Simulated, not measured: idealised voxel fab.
Herein follows the process module entitled voxel wiring stack.
In the cross-section labelled cut, the width is 240 nm and each square cell is 5 nm.
Cross-section spec: square-cell grid; bands listed top down; each band is one or more rows.
Band: top height; bottom height; in nm. Then, left to right: material with width in nm, for each material. "all across": a single material spanning edge to edge. "blank": empty space.
Note: height 0 marks the level under which the wafer is uniformly one material as received. Lowest band unbounded below, written "0 -> down".
Per-row width for "30->40": begins at first number (top row of band), ends at second number (bottom row), increment between rows held constant.
"nothing different", as given for a step, is the statement that not any cell of the cross-section underwent a change during that step.
"Enclosed cavity list" contains a list of empty spaces, each no smaller than 8 cells and without an open way to the top, written in the form width x height at distance with the distance from the left edge and all three in nm.
Post-settings text on a step line: simulator's own remark regarding the step.
For masked steps, "overlay nm" on the step line gives how far right of plan the mask actually lay; a minus sign means it lay to the left.

The steps planned for the process are as follows:
1) RECEIVE,material Si
2) CONFORMAL_DEP,material SiO2,thk nm 15
3) CONFORMAL_DEP,material SiN,thk nm 5
4) DIRECTIONAL_DEP,material lowk,thk nm 20
5) PATTERN,tone open,mask id METAL_1,material resist,width nm 30,pitch nm 45,thk nm 15,overlay nm 0
6) DIRECTIONAL_ETCH,etch materials lowk,depth nm 20
7) DIRECTIONAL_ETCH,etch materials SiN,depth nm 5
8) STRIP,etch materials resist
9) CONFORMAL_DEP,material TiN,thk nm 5
10) FILL_DEP,material Cu,thk nm 5
11) CMP,height nm 40
12) CONFORMAL_DEP,material SiCN,thk nm 5
13) DIRECTIONAL_DEP,material lowk,thk nm 20
14) MASKED_ETCH,tone open,mask id PLUG_1,width nm 15,pitch nm 45,etch materials lowk,depth nm 20,overlay nm 0
15) MASKED_ETCH,tone open,mask id PLUG_1,width nm 15,pitch nm 45,etch materials SiCN,depth nm 5,overlay nm 0
16) CONFORMAL_DEP,material TiN,thk nm 5
17) FILL_DEP,material Cu,thk nm 5
18) CMP,height nm 65
19) CONFORMAL_DEP,material SiCN,thk nm 5
20) DIRECTIONAL_DEP,material lowk,thk nm 20
21) DIRECTIONAL_DEP,material aC,thk nm 15
22) PATTERN,tone open,mask id METAL_2,material resist,width nm 30,pitch nm 45,thk nm 35,overlay nm 0
23) DIRECTIONAL_ETCH,etch materials aC,depth nm 15
24) STRIP,etch materials resist
25) DIRECTIONAL_ETCH,etch materials lowk,depth nm 20
26) DIRECTIONAL_ETCH,etch materials SiCN,depth nm 5
27) STRIP,etch materials aC
28) CONFORMAL_DEP,material TiN,thk nm 5
29) FILL_DEP,material W,thk nm 5
30) CMP,height nm 90
31) EPI,material Ru,thk nm 5
32) FILL_DEP,material SiCN,thk nm 5
33) DIRECTIONAL_DEP,material lowk,thk nm 35
34) PATTERN,tone open,mask id METAL_3,material resist,width nm 30,pitch nm 45,thk nm 20,overlay nm 0
35) DIRECTIONAL_ETCH,etch materials lowk,depth nm 20
36) STRIP,etch materials resist
37) MASKED_ETCH,tone open,mask id METAL_3_HOLES,width nm 15,pitch nm 45,etch materials lowk,depth nm 15,overlay nm 0
38) MASKED_ETCH,tone open,mask id METAL_3_HOLES,width nm 15,pitch nm 45,etch materials SiCN,depth nm 5,overlay nm 0
39) CONFORMAL_DEP,material TiN,thk nm 5
40) FILL_DEP,material Cu,thk nm 5
41) CMP,height nm 135
42) CONFORMAL_DEP,material SiCN,thk nm 5

Here's what the wafer looked like in cross-section when it arrived - that's after step 1:
    0 -> down | Si all across
    Enclosed cavity list: none

Wafer at module end, in section. Began as above, planned as above, run with one mistake:
    140 -> 135 | SiCN all across
    135 -> 130 | Cu=25 | TiN=15 | Cu=20 | TiN=25 | Cu=20 | TiN=25 | Cu=20 | TiN=25 | Cu=20 | TiN=15 | Cu=30
    130 -> 125 | TiN=30 | lowk=5 | TiN=5 | Cu=20 | TiN=5 | lowk=5 | TiN=5 | lowk=5 | TiN=5 | Cu=20 | TiN=5 | lowk=5 | TiN=5 | lowk=5 | TiN=5 | Cu=20 | TiN=5 | lowk=5 | TiN=5 | lowk=5 | TiN=5 | Cu=20 | TiN=5 | lowk=5 | TiN=35
    125 -> 115 | lowk=35 | TiN=5 | Cu=20 | TiN=5 | lowk=15 | TiN=5 | Cu=20 | TiN=5 | lowk=15 | TiN=5 | Cu=20 | TiN=5 | lowk=15 | TiN=5 | Cu=20 | TiN=5 | lowk=40
    115 -> 110 | lowk=35 | TiN=5 | Cu=5 | TiN=20 | lowk=15 | TiN=5 | Cu=5 | TiN=20 | lowk=15 | TiN=5 | Cu=5 | TiN=20 | lowk=15 | TiN=5 | Cu=5 | TiN=20 | lowk=40
    110 -> 100 | lowk=35 | TiN=5 | Cu=5 | TiN=5 | lowk=30 | TiN=5 | Cu=5 | TiN=5 | lowk=30 | TiN=5 | Cu=5 | TiN=5 | lowk=30 | TiN=5 | Cu=5 | TiN=5 | lowk=55
    100 -> 95 | lowk=35 | TiN=15 | lowk=30 | TiN=15 | lowk=30 | TiN=15 | lowk=30 | TiN=15 | lowk=55
    95 -> 90 | lowk=30 | Ru=40 | lowk=5 | Ru=40 | lowk=5 | Ru=40 | lowk=5 | Ru=40 | lowk=35
    90 -> 70 | lowk=35 | TiN=5 | W=20 | TiN=5 | lowk=15 | TiN=5 | W=20 | TiN=5 | lowk=15 | TiN=5 | W=20 | TiN=5 | lowk=15 | TiN=5 | W=20 | TiN=5 | lowk=40
    70 -> 65 | SiCN=35 | TiN=30 | SiCN=15 | TiN=30 | SiCN=15 | TiN=30 | SiCN=15 | TiN=30 | SiCN=40
    65 -> 45 | lowk=35 | TiN=5 | Cu=5 | TiN=5 | lowk=30 | TiN=5 | Cu=5 | TiN=5 | lowk=30 | TiN=5 | Cu=5 | TiN=5 | lowk=30 | TiN=5 | Cu=5 | TiN=5 | lowk=55
    45 -> 40 | SiCN=35 | TiN=15 | SiCN=30 | TiN=15 | SiCN=30 | TiN=15 | SiCN=30 | TiN=15 | SiCN=55
    40 -> 20 | lowk=35 | TiN=5 | Cu=20 | TiN=5 | lowk=15 | TiN=5 | Cu=20 | TiN=5 | lowk=15 | TiN=5 | Cu=20 | TiN=5 | lowk=15 | TiN=5 | Cu=20 | TiN=5 | lowk=40
    20 -> 15 | SiN=35 | TiN=30 | SiN=15 | TiN=30 | SiN=15 | TiN=30 | SiN=15 | TiN=30 | SiN=40
    15 -> 0 | SiO2 all across
    0 -> down | Si all across
    Enclosed cavity list: none
The mistake made against the process plan was this: the run left out plan step 32 entirely, so it was never executed
